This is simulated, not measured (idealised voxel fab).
The following process module bears the name voxel transistor to metal.
Section cut is 175 nm wide and gridded with 5 nm square cells.
The cross-sections in this document take the form of a grid made of square cells. They are written out as bands, in order from top to bottom. Each band consists of one or more rows of cells.
Each band's line starts with the height of the band's top and of its bottom, in nm. Then come its materials from left to right, each with its width in nm. One material with "edge to edge" fills the band from edge to edge. "blank" is empty space.
Basically, 0 is our baseline, since under it the wafer straight out of the box is all one material. The bottom band has no lower end and keeps on going down, so it looks like "top 0, no bottom".
With a width like "30->40", each row of cells in the band differs from the next by the same amount, the top row carrying the first number and the bottom row the second.
Any step labelled "no modification" changed none of the cells in the cross-section.
"Voids, enclosed" enumerates empty spaces isolated from the top, with no open way to it, that contain at least 8 cells, giving each as width x height at distance from the left edge, all three in nm.
If you see something after the settings on a step's line, that's the simulator's own remark about that step.
overlay nm: mask offset rightward from planned place, masked step; negative means leftward offset.

List of planned process steps:
| 1 | RECEIVE, material Si |
| 2 | CONFORMAL_DEP, material SiO2, thk nm 5 |
| 3 | CONFORMAL_DEP, material SiN, thk nm 10 |
| 4 | PATTERN, tone cover, mask id ACTIVE, material resist, width nm 115, thk nm 15, overlay nm 0 |
| 5 | DIRECTIONAL_ETCH, etch materials SiN, depth nm 10 |
| 6 | DIRECTIONAL_ETCH, etch materials SiO2, depth nm 5 |
| 7 | DIRECTIONAL_ETCH, etch materials Si, depth nm 30 |
| 8 | STRIP, etch materials resist |
| 9 | FILL_DEP, material SiO2, thk nm 10 |
| 10 | CMP, height nm 15 |
| 11 | SELECTIVE_ETCH, etch materials SiO2, depth nm 5 |
| 12 | STRIP, etch materials SiN |
| 13 | SELECTIVE_ETCH, etch materials SiO2, depth nm 5 |
| 14 | OXIDIZE, depth nm 5 |
| 15 | DIRECTIONAL_DEP, material polySi, thk nm 25 |
| 16 | DIRECTIONAL_DEP, material SiCN, thk nm 10 |
| 17 | DIRECTIONAL_DEP, material aC, thk nm 15 |
| 18 | PATTERN, tone cover, mask id GATE, material resist, width nm 25, thk nm 30, overlay nm 0 |
| 19 | DIRECTIONAL_ETCH, etch materials aC, depth nm 15 |
| 20 | STRIP, etch materials resist |
| 21 | DIRECTIONAL_ETCH, etch materials SiCN, depth nm 20 |
| 22 | DIRECTIONAL_ETCH, etch materials polySi, depth nm 35 |
| 23 | STRIP, etch materials aC |
| 24 | CONFORMAL_DEP, material SiO2, thk nm 5 |
| 25 | DIRECTIONAL_ETCH, etch materials SiO2, depth nm 5 |
| 26 | CONFORMAL_DEP, material SiN, thk nm 10 |
| 27 | DIRECTIONAL_ETCH, etch materials SiN, depth nm 10 |
| 28 | DIRECTIONAL_ETCH, etch materials SiO2, depth nm 5 |
| 29 | EPI, material SiGe, thk nm 5 |
| 30 | FILL_DEP, material SiO2, thk nm 5 |
| 31 | CMP, height nm 25 |
| 32 | STRIP, etch materials polySi |
| 33 | SELECTIVE_ETCH, etch materials SiO2, depth nm 5 |
| 34 | CONFORMAL_DEP, material HfO2, thk nm 5 |
| 35 | CONFORMAL_DEP, material TiN, thk nm 5 |
| 36 | FILL_DEP, material W, thk nm 5 |
| 37 | CMP, height nm 20 |
| 38 | DIRECTIONAL_DEP, material SiO2, thk nm 15 |
| 39 | DIRECTIONAL_DEP, material aC, thk nm 10 |
| 40 | PATTERN, tone open, mask id CONTACT, material resist, width nm 15, pitch nm 80, thk nm 25, overlay nm 0 |
| 41 | DIRECTIONAL_ETCH, etch materials aC, depth nm 10 |
| 42 | STRIP, etch materials resist |
| 43 | DIRECTIONAL_ETCH, etch materials SiO2, depth nm 35 |
| 44 | STRIP, etch materials aC |
| 45 | CONFORMAL_DEP, material TiN, thk nm 5 |
| 46 | FILL_DEP, material Ru, thk nm 5 |
| 47 | CMP, height nm 35 |
| 48 | CONFORMAL_DEP, material SiN, thk nm 5 |
| 49 | DIRECTIONAL_DEP, material SiO2, thk nm 15 |
| 50 | MASKED_ETCH, tone open, mask id METAL_1, width nm 15, pitch nm 80, etch materials SiO2, depth nm 15, overlay nm -15 |
| 51 | MASKED_ETCH, tone open, mask id METAL_1, width nm 15, pitch nm 80, etch materials SiN, depth nm 5, overlay nm 0 |
| 52 | CONFORMAL_DEP, material TiN, thk nm 5 |
| 53 | FILL_DEP, material Cu, thk nm 10 |
| 54 | CMP, height nm 55 |
| 55 | EPI, material Ru, thk nm 5 |
| 56 | FILL_DEP, material SiCN, thk nm 5 |
| 57 | DIRECTIONAL_DEP, material SiO2, thk nm 30 |
| 58 | MASKED_ETCH, tone open, mask id METAL_2, width nm 15, pitch nm 80, etch materials SiO2, depth nm 20, overlay nm 0 |
| 59 | PATTERN, tone open, mask id METAL_2_HOLES, material resist, width nm 15, pitch nm 80, thk nm 20, overlay nm 0 |
| 60 | DIRECTIONAL_ETCH, etch materials SiO2, depth nm 10 |
| 61 | DIRECTIONAL_ETCH, etch materials SiCN, depth nm 5 |
| 62 | STRIP, etch materials resist |
| 63 | CONFORMAL_DEP, material TiN, thk nm 5 |
| 64 | FILL_DEP, material Cu, thk nm 10 |
| 65 | CMP, height nm 95 |
| 66 | CONFORMAL_DEP, material SiCN, thk nm 5 |
The wafers are alike at the start. At step 50, their overlay nm differs. The plan lists the first wafer's value.

So this is the first of several wafers, cross-sectioned as it came to us, meaning it's at the end of step 1:
    top 0, no bottom: Si edge to edge
    Voids, enclosed: none

Wafer cross-section (first of several) - module end, post step 66 (last step):
    top 100, bottom 95: SiCN edge to edge
    top 95, bottom 65: 40 SiO2 / 5 TiN / 5 Cu / 5 TiN / 65 SiO2 / 5 TiN / 5 Cu / 5 TiN / 40 SiO2
    top 65, bottom 60: 40 SiCN / 15 TiN / 65 SiCN / 15 TiN / 40 SiCN
    top 60, bottom 55: 20 SiCN / 25 Ru / 55 SiCN / 25 Ru / 50 SiCN
    top 55, bottom 45: 25 SiO2 / 5 TiN / 5 Cu / 5 TiN / 65 SiO2 / 5 TiN / 5 Cu / 5 TiN / 55 SiO2
    top 45, bottom 40: 25 SiO2 / 15 TiN / 65 SiO2 / 15 TiN / 55 SiO2
    top 40, bottom 35: SiN edge to edge
    top 35, bottom 20: 40 SiO2 / 5 TiN / 5 Ru / 5 TiN / 65 SiO2 / 5 TiN / 5 Ru / 5 TiN / 40 SiO2
    top 20, bottom 5: 40 SiO2 / 5 TiN / 5 Ru / 5 TiN / 5 SiO2 / 10 SiN / 5 HfO2 / 5 TiN / 15 W / 5 TiN / 5 HfO2 / 10 SiN / 5 SiO2 / 5 TiN / 5 Ru / 5 TiN / 40 SiO2
    top 5, bottom 0: 30 SiO2 / 10 SiN / 15 TiN / 5 SiO2 / 10 SiN / 5 HfO2 / 25 TiN / 5 HfO2 / 10 SiN / 5 SiO2 / 15 TiN / 10 SiN / 30 SiO2
    top 0, bottom -5: 40 SiO2 / 20 SiGe / 10 SiO2 / 35 HfO2 / 10 SiO2 / 20 SiGe / 40 SiO2
    top -5, bottom -30: 30 SiO2 / 115 Si / 30 SiO2
    top -30, no bottom: Si edge to edge
    Voids, enclosed: none

So this is the cross-section on the last wafer at the end of the module:
    top 100, bottom 95: SiCN edge to edge
    top 95, bottom 65: 40 SiO2 / 5 TiN / 5 Cu / 5 TiN / 65 SiO2 / 5 TiN / 5 Cu / 5 TiN / 40 SiO2
    top 65, bottom 60: 40 SiCN / 15 TiN / 65 SiCN / 15 TiN / 40 SiCN
    top 60, bottom 55: 50 SiCN / 25 Ru / 55 SiCN / 25 Ru / 20 SiCN
    top 55, bottom 45: 55 SiO2 / 5 TiN / 5 Cu / 5 TiN / 65 SiO2 / 5 TiN / 5 Cu / 5 TiN / 25 SiO2
    top 45, bottom 40: 55 SiO2 / 15 TiN / 65 SiO2 / 15 TiN / 25 SiO2
    top 40, bottom 35: SiN edge to edge
    top 35, bottom 20: 40 SiO2 / 5 TiN / 5 Ru / 5 TiN / 65 SiO2 / 5 TiN / 5 Ru / 5 TiN / 40 SiO2
    top 20, bottom 5: 40 SiO2 / 5 TiN / 5 Ru / 5 TiN / 5 SiO2 / 10 SiN / 5 HfO2 / 5 TiN / 15 W / 5 TiN / 5 HfO2 / 10 SiN / 5 SiO2 / 5 TiN / 5 Ru / 5 TiN / 40 SiO2
    top 5, bottom 0: 30 SiO2 / 10 SiN / 15 TiN / 5 SiO2 / 10 SiN / 5 HfO2 / 25 TiN / 5 HfO2 / 10 SiN / 5 SiO2 / 15 TiN / 10 SiN / 30 SiO2
    top 0, bottom -5: 40 SiO2 / 20 SiGe / 10 SiO2 / 35 HfO2 / 10 SiO2 / 20 SiGe / 40 SiO2
    top -5, bottom -30: 30 SiO2 / 115 Si / 30 SiO2
    top -30, no bottom: Si edge to edge
    Voids, enclosed: none

For your reference, the table is organized with a row per wafer; each row reflects the wafer at the end of the module, indicating for each material the cells gained (+) or lost (-) since receipt, and thereafter its closed voids:
overlay nm -15 | +16 Cu | +15 HfO2 | +22 Ru | -95 Si | +89 SiCN | +8 SiGe | +55 SiN | +496 SiO2 | +85 TiN | +9 W | Voids, enclosed: none
overlay nm -10 | +16 Cu | +15 HfO2 | +22 Ru | -95 Si | +89 SiCN | +8 SiGe | +53 SiN | +496 SiO2 | +87 TiN | +9 W | Voids, enclosed: none
overlay nm -5 | +16 Cu | +15 HfO2 | +22 Ru | -95 Si | +89 SiCN | +8 SiGe | +51 SiN | +496 SiO2 | +89 TiN | +9 W | Voids, enclosed: none
overlay nm 0 | +18 Cu | +15 HfO2 | +22 Ru | -95 Si | +89 SiCN | +8 SiGe | +49 SiN | +496 SiO2 | +89 TiN | +9 W | Voids, enclosed: none
overlay nm 5 | +16 Cu | +15 HfO2 | +22 Ru | -95 Si | +89 SiCN | +8 SiGe | +51 SiN | +496 SiO2 | +89 TiN | +9 W | Voids, enclosed: none
overlay nm 10 | +16 Cu | +15 HfO2 | +22 Ru | -95 Si | +89 SiCN | +8 SiGe | +53 SiN | +496 SiO2 | +87 TiN | +9 W | Voids, enclosed: none
overlay nm 15 | +16 Cu | +15 HfO2 | +22 Ru | -95 Si | +89 SiCN | +8 SiGe | +55 SiN | +496 SiO2 | +85 TiN | +9 W | Voids, enclosed: none
